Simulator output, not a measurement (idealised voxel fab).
The following is a process module called voxel air gaps.
Displayed cross-section: cut, width of 175 nm, square cells sized 5 nm.
A cross-section in this document is a grid of square cells, and it is written down as bands, the top band listed before the ones below it; a band is made up of one or more rows of cells. For a band, the entry starts with two heights in nm, that of the top and then that of the bottom, and carries on with the band's materials in order from left to right, each alongside its width in nm; the word "throughout" beside a single material means it fills the band edge to edge, and "air" means empty space. Height is counted from the level 0, under which the received wafer is composed throughout of one material. The lowest of the bands is not closed at the bottom but continues downward, in the notation "0..down". Width "30 to 40": first value at the band's top row of cells, second value at its bottom row, equal change from row to row. "identical to before" for a step: no cell of the cross-section changed in that step. Entry "Tabulated closed voids" = empty spaces >= 8 cells with no open way to the top; each as width x height at distance, distance from left edge, all nm. Text after the settings on a step's line: the simulator's own remark on that step. The line of a step may include "overlay nm". On a step with a mask, this value is how far to the right of its planned place the mask lay. A negative value means the mask lay to the left.

The process steps that were planned are listed below
- 1: RECEIVE,material Si
- 2: CONFORMAL_DEP,material SiO2,thk nm 15
- 3: CONFORMAL_DEP,material SiCN,thk nm 5
- 4: DIRECTIONAL_DEP,material SiO2,thk nm 30
- 5: MASKED_ETCH,tone open,mask id LINES,width nm 20,pitch nm 45,etch materials SiO2,depth nm 30,overlay nm 0
- 6: CONFORMAL_DEP,material TiN,thk nm 5
- 7: FILL_DEP,material Cu,thk nm 10
- 8: CMP,height nm 50
- 9: EPI,material Ru,thk nm 10
- 10: SELECTIVE_ETCH,etch materials SiO2,depth nm 40
- 11: CONFORMAL_DEP,material SiCN,thk nm 5

first wafer, as planned

Cross-section, incoming material, after step 1
> 0..down | Si throughout
> Tabulated closed voids: none

Wafer after step 2 (cross-section)
> 15..0 | SiO2 throughout
> Beneath the level 0, the cross-section is identical to its previous state.

Wafer after step 3 (cross-section)
> 20..15 | SiCN throughout
> Beneath the level 15, the cross-section is identical to its previous state.

Wafer after step 4 (cross-section)
> 50..20 | SiO2 throughout
> Beneath the level 20, the cross-section is identical to its previous state.

Wafer after step 5 (cross-section)
> 50..20 | SiO2 30, air 20, SiO2 25, air 20, SiO2 25, air 20, SiO2 35
> Beneath the level 20, the cross-section is identical to its previous state.

Wafer after step 6 (cross-section)
> 55..50 | TiN 35, air 10, TiN 35, air 10, TiN 35, air 10, TiN 40
> 50..25 | SiO2 30, TiN 5, air 10, TiN 5, SiO2 25, TiN 5, air 10, TiN 5, SiO2 25, TiN 5, air 10, TiN 5, SiO2 35
> 25..20 | SiO2 30, TiN 20, SiO2 25, TiN 20, SiO2 25, TiN 20, SiO2 35
> Beneath the level 20, the cross-section is identical to its previous state.

Wafer after step 7 (cross-section)
> 65..55 | Cu throughout
> 55..50 | TiN 35, Cu 10, TiN 35, Cu 10, TiN 35, Cu 10, TiN 40
> 50..25 | SiO2 30, TiN 5, Cu 10, TiN 5, SiO2 25, TiN 5, Cu 10, TiN 5, SiO2 25, TiN 5, Cu 10, TiN 5, SiO2 35
> Beneath the level 25, the cross-section is identical to its previous state.

Wafer after step 8 (cross-section)
> 50..25 | SiO2 30, TiN 5, Cu 10, TiN 5, SiO2 25, TiN 5, Cu 10, TiN 5, SiO2 25, TiN 5, Cu 10, TiN 5, SiO2 35
> Beneath the level 25, the cross-section is identical to its previous state.

Wafer after step 9 (cross-section)
> 60..50 | air 20, Ru 40, air 5, Ru 40, air 5, Ru 40, air 25
> Beneath the level 50, the cross-section is identical to its previous state.

Wafer after step 10 (cross-section)
> 60..50 | air 20, Ru 40, air 5, Ru 40, air 5, Ru 40, air 25
> 50..25 | air 30, TiN 5, Cu 10, TiN 5, air 25, TiN 5, Cu 10, TiN 5, air 25, TiN 5, Cu 10, TiN 5, air 35
> 25..20 | air 30, TiN 20, air 25, TiN 20, air 25, TiN 20, air 35
> Beneath the level 20, the cross-section is identical to its previous state.

Wafer after step 11 (cross-section)
> 65..60 | air 15, SiCN 140, air 20
> 60..50 | air 15, SiCN 5, Ru 40, SiCN 5, Ru 40, SiCN 5, Ru 40, SiCN 5, air 20
> 50..45 | air 15, SiCN 15, TiN 5, Cu 10, TiN 5, SiCN 25, TiN 5, Cu 10, TiN 5, SiCN 25, TiN 5, Cu 10, TiN 5, SiCN 15, air 20
> 45..25 | air 25, SiCN 5, TiN 5, Cu 10, TiN 5, SiCN 5, air 15, SiCN 5, TiN 5, Cu 10, TiN 5, SiCN 5, air 15, SiCN 5, TiN 5, Cu 10, TiN 5, SiCN 5, air 30
> 25..20 | SiCN 30, TiN 20, SiCN 25, TiN 20, SiCN 25, TiN 20, SiCN 35
> Beneath the level 20, the cross-section is identical to its previous state.
> Tabulated closed voids: 15 x 20 at 55; 15 x 20 at 100

The remaining wafer, second of the two, started like the first and was run to the same plan, except that one mistake was made along the way; the two coincide through step 6, inclusive

Cross-section: second wafer, time at which step 7 was scheduled to end
> 65..55 | SiO2 throughout
> 55..50 | TiN 35, SiO2 10, TiN 35, SiO2 10, TiN 35, SiO2 10, TiN 40
> 50..25 | SiO2 30, TiN 5, SiO2 10, TiN 5, SiO2 25, TiN 5, SiO2 10, TiN 5, SiO2 25, TiN 5, SiO2 10, TiN 5, SiO2 35
> Beneath the level 25, the cross-section is identical to its previous state.

Cross-section: second wafer, time at which step 8 was scheduled to end
> 50..25 | SiO2 30, TiN 5, SiO2 10, TiN 5, SiO2 25, TiN 5, SiO2 10, TiN 5, SiO2 25, TiN 5, SiO2 10, TiN 5, SiO2 35
> Beneath the level 25, the cross-section is identical to its previous state.

Cross-section: second wafer, time at which step 9 was scheduled to end
> 60..50 | air 20, Ru 40, air 5, Ru 40, air 5, Ru 40, air 25
> Beneath the level 50, the cross-section is identical to its previous state.

Cross-section: second wafer, time at which step 10 was scheduled to end
> 60..50 | air 20, Ru 40, air 5, Ru 40, air 5, Ru 40, air 25
> 50..25 | air 30, TiN 5, SiO2 10, TiN 5, air 25, TiN 5, SiO2 10, TiN 5, air 25, TiN 5, SiO2 10, TiN 5, air 35
> 25..20 | air 30, TiN 20, air 25, TiN 20, air 25, TiN 20, air 35
> Beneath the level 20, the cross-section is identical to its previous state.

Cross-section: second wafer, time at which step 11 was scheduled to end
> 65..60 | air 15, SiCN 140, air 20
> 60..50 | air 15, SiCN 5, Ru 40, SiCN 5, Ru 40, SiCN 5, Ru 40, SiCN 5, air 20
> 50..45 | air 15, SiCN 15, TiN 5, SiO2 10, TiN 5, SiCN 25, TiN 5, SiO2 10, TiN 5, SiCN 25, TiN 5, SiO2 10, TiN 5, SiCN 15, air 20
> 45..25 | air 25, SiCN 5, TiN 5, SiO2 10, TiN 5, SiCN 5, air 15, SiCN 5, TiN 5, SiO2 10, TiN 5, SiCN 5, air 15, SiCN 5, TiN 5, SiO2 10, TiN 5, SiCN 5, air 30
> 25..20 | SiCN 30, TiN 20, SiCN 25, TiN 20, SiCN 25, TiN 20, SiCN 35
> Beneath the level 20, the cross-section is identical to its previous state.
> Tabulated closed voids: 15 x 20 at 55; 15 x 20 at 100
Finding, execution versus plan: off-plan run, step 7, actual operation and settings FILL_DEP,material SiO2,thk nm 10
Final comparison by cell count, materials where the second wafer has more or fewer than the first: -30 Cu, +30 SiO2
